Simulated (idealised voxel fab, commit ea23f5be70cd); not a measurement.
Module name: voxel tone inversion (process module)
Displayed cross-section: cut, width of 220 nm, square cells sized 5 nm.
Cross-section, as written here: a square-cell grid given band by band from the top down, where a band holds one or more rows of cells. Quick guide to a band line: top height, bottom height (nm) up front; then every material left to right with its width in nm. Only one material and it's marked "everywhere"? Then it fills the band edge to edge. And "blank" just means empty space. Heights are measured from 0, the level below which the as-received wafer is all one material; the lowest band has no bottom and continues downward, written as in "0 -> down". Read "30..40" as a graded width: first number on top, second number at the bottom, same change between each pair of neighbouring rows. "remained the same" -> step changed no cross-section cell. Empty spaces counting at least 8 cells and having no open way to the top are listed in "Internal closed voids". The notation width x height at distance is used for each, the distance being from the left edge and all three values in nm. Heads up: the bit after the settings on a step's line is the simulator's remark on that step. A step line may carry the setting "overlay nm", which, for steps involving a mask, states the distance by which the mask lay to the right of its intended position; negative values denote displacement to the left.
The planned process steps are enumerated hereunder:
- 1: RECEIVE | material Si
- 2: CONFORMAL_DEP | material SiCN | thk nm 10
- 3: DIRECTIONAL_DEP | material aC | thk nm 15
- 4: PATTERN | tone cover | mask id POSTS | material resist | width nm 25 | pitch nm 55 | thk nm 25 | overlay nm 0
- 5: DIRECTIONAL_ETCH | etch materials aC | depth nm 15
- 6: STRIP | etch materials resist
- 7: FILL_DEP | material lowk | thk nm 5
- 8: CMP | height nm 25
- 9: STRIP | etch materials aC
- 10: CONFORMAL_DEP | material TiN | thk nm 5
- 11: FILL_DEP | material Ru | thk nm 10
- 12: CMP | height nm 25
- 13: CONFORMAL_DEP | material SiN | thk nm 5
Below: the first of two wafers, run as planned:
As-received wafer cross-section (after step 1):
  0 -> down  Si everywhere
  Internal closed voids: none
Wafer xsec, post step 2:
  10 -> 0  SiCN everywhere
  All layers under 0 are left as they were.
Wafer xsec, post step 3:
  25 -> 10  aC everywhere
  All layers under 10 are left as they were.
Wafer xsec, post step 4:
  50 -> 25  blank 40, resist 25, blank 30, resist 25, blank 30, resist 25, blank 45
  All layers under 25 are left as they were.
Wafer xsec, post step 5:
  35 -> 25  blank 40, resist 25, blank 30, resist 25, blank 30, resist 25, blank 45
  25 -> 10  blank 40, aC 25, blank 30, aC 25, blank 30, aC 25, blank 45
  All layers under 10 are left as they were.
Wafer xsec, post step 6:
  25 -> 10  blank 40, aC 25, blank 30, aC 25, blank 30, aC 25, blank 45
  All layers under 10 are left as they were.
Wafer xsec, post step 7:
  30 -> 25  lowk everywhere
  25 -> 10  lowk 40, aC 25, lowk 30, aC 25, lowk 30, aC 25, lowk 45
  All layers under 10 are left as they were.
Wafer xsec, post step 8:
  25 -> 10  lowk 40, aC 25, lowk 30, aC 25, lowk 30, aC 25, lowk 45
  All layers under 10 are left as they were.
Wafer xsec, post step 9:
  25 -> 10  lowk 40, blank 25, lowk 30, blank 25, lowk 30, blank 25, lowk 45
  All layers under 10 are left as they were.
Wafer xsec, post step 10:
  30 -> 25  TiN 45, blank 15, TiN 40, blank 15, TiN 40, blank 15, TiN 50
  25 -> 15  lowk 40, TiN 5, blank 15, TiN 5, lowk 30, TiN 5, blank 15, TiN 5, lowk 30, TiN 5, blank 15, TiN 5, lowk 45
  15 -> 10  lowk 40, TiN 25, lowk 30, TiN 25, lowk 30, TiN 25, lowk 45
  All layers under 10 are left as they were.
Wafer xsec, post step 11:
  40 -> 30  Ru everywhere
  30 -> 25  TiN 45, Ru 15, TiN 40, Ru 15, TiN 40, Ru 15, TiN 50
  25 -> 15  lowk 40, TiN 5, Ru 15, TiN 5, lowk 30, TiN 5, Ru 15, TiN 5, lowk 30, TiN 5, Ru 15, TiN 5, lowk 45
  All layers under 15 are left as they were.
Wafer xsec, post step 12:
  25 -> 15  lowk 40, TiN 5, Ru 15, TiN 5, lowk 30, TiN 5, Ru 15, TiN 5, lowk 30, TiN 5, Ru 15, TiN 5, lowk 45
  All layers under 15 are left as they were.
Wafer xsec, post step 13:
  30 -> 25  SiN everywhere
  All layers under 25 are left as they were.
The remaining wafer, second of the two, started like the first and was run to the same plan, except that one mistake was made along the way; the two coincide through step 11, inclusive:
Second wafer profile in section, at the moment step 12 of the plan was meant to be complete: remained the same
Second wafer profile in section, at the moment step 13 of the plan was meant to be complete:
  45 -> 40  SiN everywhere
  All layers under 40 are left as they were.
Misprocessing identified: step 12 of the plan never got run, it was skipped over
At the finish, the second wafer shows more or fewer cells for some materials than the first does: Ru: 97 more | TiN: 35 more
